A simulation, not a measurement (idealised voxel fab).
process module | voxel capacitor over wiring
cross-section cut | 300 nm wide | cells 5 nm
A cross-section is a grid of square cells, given in bands from the top down. A band is one or more rows of cells.
Each band's line starts with the height of the band's top and of its bottom, in nm. Then come its materials from left to right, each with its width in nm. One material with "throughout" fills the band from edge to edge. "air" is empty space.
Height 0 is the level under which the wafer as received is all one material. The lowest band goes on downwards, as in "0 down".
A width such as "30 to 40" changes by the same amount from each row of cells to the next, from the band's top row to its bottom row.
"no change" after a step means that no cell of the cross-section changed.
closed voids: empty space of 8 cells or more with no open way to the top, each as width x height at its distance from the left edge, in nm
after a step's settings: what the simulator itself notes on the step
overlay nm, on a step with a mask: how far to the right of its planned place the mask lay; to the left if negative
plan
1 op RECEIVE | material Si
2 op CONFORMAL_DEP | material SiO2 | thk nm 10
3 op CONFORMAL_DEP | material SiN | thk nm 5
4 op DIRECTIONAL_DEP | material SiO2 | thk nm 15
5 op PATTERN | tone open | mask id METAL_1 | material resist | width nm 25 | pitch nm 90 | thk nm 20 | overlay nm 0
6 op DIRECTIONAL_ETCH | etch materials SiO2 | depth nm 15
7 op DIRECTIONAL_ETCH | etch materials SiN | depth nm 5
8 op STRIP | etch materials resist
9 op CONFORMAL_DEP | material TiN | thk nm 5
10 op FILL_DEP | material Cu | thk nm 5
11 op CMP | height nm 30
12 op CONFORMAL_DEP | material SiCN | thk nm 5
13 op DIRECTIONAL_DEP | material lowk | thk nm 10
14 op MASKED_ETCH | tone open | mask id PLUG_1 | width nm 15 | etch materials lowk | depth nm 10 | overlay nm 0
15 op MASKED_ETCH | tone open | mask id PLUG_1 | width nm 15 | etch materials SiCN | depth nm 5 | overlay nm 0
16 op EPI | material Ru | thk nm 10
17 op EPI | material Ru | thk nm 5
18 op DIRECTIONAL_DEP | material TiN | thk nm 5
19 op DIRECTIONAL_DEP | material HfO2 | thk nm 5
20 op DIRECTIONAL_DEP | material TiN | thk nm 5
21 op PATTERN | tone cover | mask id UPPER_PLATE | material resist | width nm 70 | thk nm 15 | overlay nm 0
22 op DIRECTIONAL_ETCH | etch materials TiN | depth nm 5
23 op DIRECTIONAL_ETCH | etch materials HfO2 | depth nm 5
24 op STRIP | etch materials resist
25 op MASKED_ETCH | tone cover | mask id LOWER_PLATE | width nm 80 | etch materials TiN | depth nm 5 | overlay nm 0
26 op FILL_DEP | material SiO2 | thk nm 20
27 op CMP | height nm 75
28 op MASKED_ETCH | tone open | mask id PLUG_2 | width nm 15 | etch materials SiO2 | depth nm 15 | overlay nm 0
29 op CONFORMAL_DEP | material TiN | thk nm 5
30 op FILL_DEP | material Cu | thk nm 5
31 op CMP | height nm 75
32 op CONFORMAL_DEP | material SiN | thk nm 5
as received, after step 1
  0 down: Si throughout
  closed voids: none
a wafer at the end: this start, this plan, one mistake
  80 to 75: SiN throughout
  75 to 65: SiO2 110 | TiN 5 | Cu 5 | TiN 5 | SiO2 175
  65 to 55: SiO2 110 to 100 | TiN 15 to 70 | SiO2 175 to 130
  55 to 50: SiO2 100 | HfO2 70 | SiO2 130
  50 to 45: SiN throughout
  45 to 35: lowk 100 | Ru 15 | lowk 185
  35 to 30: SiCN 100 | Ru 15 | SiCN 185
  30 to 15: SiO2 90 | TiN 5 | Cu 15 | TiN 5 | SiO2 65 | TiN 5 | Cu 15 | TiN 5 | SiO2 95
  15 to 10: SiN 90 | TiN 25 | SiN 65 | TiN 25 | SiN 95
  10 to 0: SiO2 throughout
  0 down: Si throughout
  closed voids: none
what went wrong: step 18 ran as: op DIRECTIONAL_DEP | material SiN | thk nm 5
